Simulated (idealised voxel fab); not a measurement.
The document below concerns the process module designated voxel self aligned contacts.
This is section cut - it's 170 nm across, gridded in 5 nm square cells.
We lay out every cross-section as a grid of square cells and spell it out in bands from the top down, where one band means one or more rows of cells. This entry defines a band. It first specifies the height of the band's top and the height of its bottom in nm, and then specifies the band's materials from left to right, stating each material with its width in nm. The word "all across" identifies a single material that fills the band from edge to edge, while the word "air" identifies empty space. Beneath 0, the wafer as received is one material, and that level is where height counting begins. The lowest band goes on downward without a bottom; it is written like "top 0, no bottom". Top row gets the first number, bottom row gets the second, and each row in between changes by the same step: that is how a band width like "30 to 40" works. "remains unaltered" -> step changed no cross-section cell. Enclosed cavities: empty space of 8 cells or more with no open way to the top, each as width x height at its distance from the left edge, in nm. Text after the settings on a step's line: the simulator's own remark on that step. Regarding "overlay nm": on a step with a mask, it is the distance the mask lay to the right of its planned place; a negative value places it to the left.

### The planned process steps are enumerated hereunder
1: RECEIVE, material Si
2: CONFORMAL_DEP, material SiO2, thk nm 5
3: DIRECTIONAL_DEP, material polySi, thk nm 30
4: DIRECTIONAL_DEP, material SiN, thk nm 20
5: MASKED_ETCH, tone cover, mask id GATE, width nm 35, pitch nm 70, etch materials SiN, depth nm 20, overlay nm 0
6: MASKED_ETCH, tone cover, mask id GATE, width nm 35, pitch nm 70, etch materials polySi, depth nm 30, overlay nm 0
7: CONFORMAL_DEP, material SiN, thk nm 5
8: DIRECTIONAL_ETCH, etch materials SiN, depth nm 5
9: FILL_DEP, material SiO2, thk nm 20
10: CMP, height nm 65
11: MASKED_ETCH, tone open, mask id CONTACT, width nm 45, etch materials SiO2, depth nm 65, overlay nm 0
12: CONFORMAL_DEP, material TiN, thk nm 5
13: FILL_DEP, material Ru, thk nm 10
14: CMP, height nm 65
15: CONFORMAL_DEP, material SiCN, thk nm 5

### Received-state cross-section, reflecting completion of step 1
- top 0, no bottom: Si all across
- Enclosed cavities: none

### First of two wafers, end-of-module section, run followed plan
- top 70, bottom 65: SiCN all across
- top 65, bottom 55: SiO2 (60), TiN (5 to 15), Ru (35 to 15), TiN (5 to 15), SiO2 (65)
- top 55, bottom 35: SiO2 (25), SiN (45), TiN (5), Ru (15), TiN (5), SiN (45), SiO2 (30)
- top 35, bottom 5: SiO2 (25), SiN (5), polySi (35), SiN (5), TiN (5), Ru (15), TiN (5), SiN (5), polySi (35), SiN (5), SiO2 (30)
- top 5, bottom 0: SiO2 (70), TiN (25), SiO2 (75)
- top 0, no bottom: Si all across
- Enclosed cavities: none

### Cross-section at end of module for the second wafer of two, which matched the first in starting point and plan and differed by one mistake in its processing
- top 70, bottom 65: SiCN all across
- top 65, bottom 55: SiO2 (60), TiN (5 to 15), Ru (35 to 15), TiN (5 to 15), SiO2 (65)
- top 55, bottom 35: SiO2 (25), SiN (45), TiN (5), Ru (15), TiN (5), SiN (45), SiO2 (30)
- top 35, bottom 15: SiO2 (25), SiN (5), polySi (35), SiN (5), TiN (5), Ru (15), TiN (5), SiN (5), polySi (35), SiN (5), SiO2 (30)
- top 15, bottom 10: SiO2 (25), SiN (5), polySi (35), SiN (5), TiN (25), SiN (5), polySi (35), SiN (5), SiO2 (30)
- top 10, bottom 5: SiN (30), polySi (35), SiN (35), polySi (35), SiN (35)
- top 5, bottom 0: SiO2 all across
- top 0, no bottom: Si all across
- Enclosed cavities: none
In executing the process, a mistake was made relative to the plan: steps 7 and 8 swapped
at the end the second wafer has, in cells: -6 Ru, +16 SiN, -6 SiO2, -4 TiN
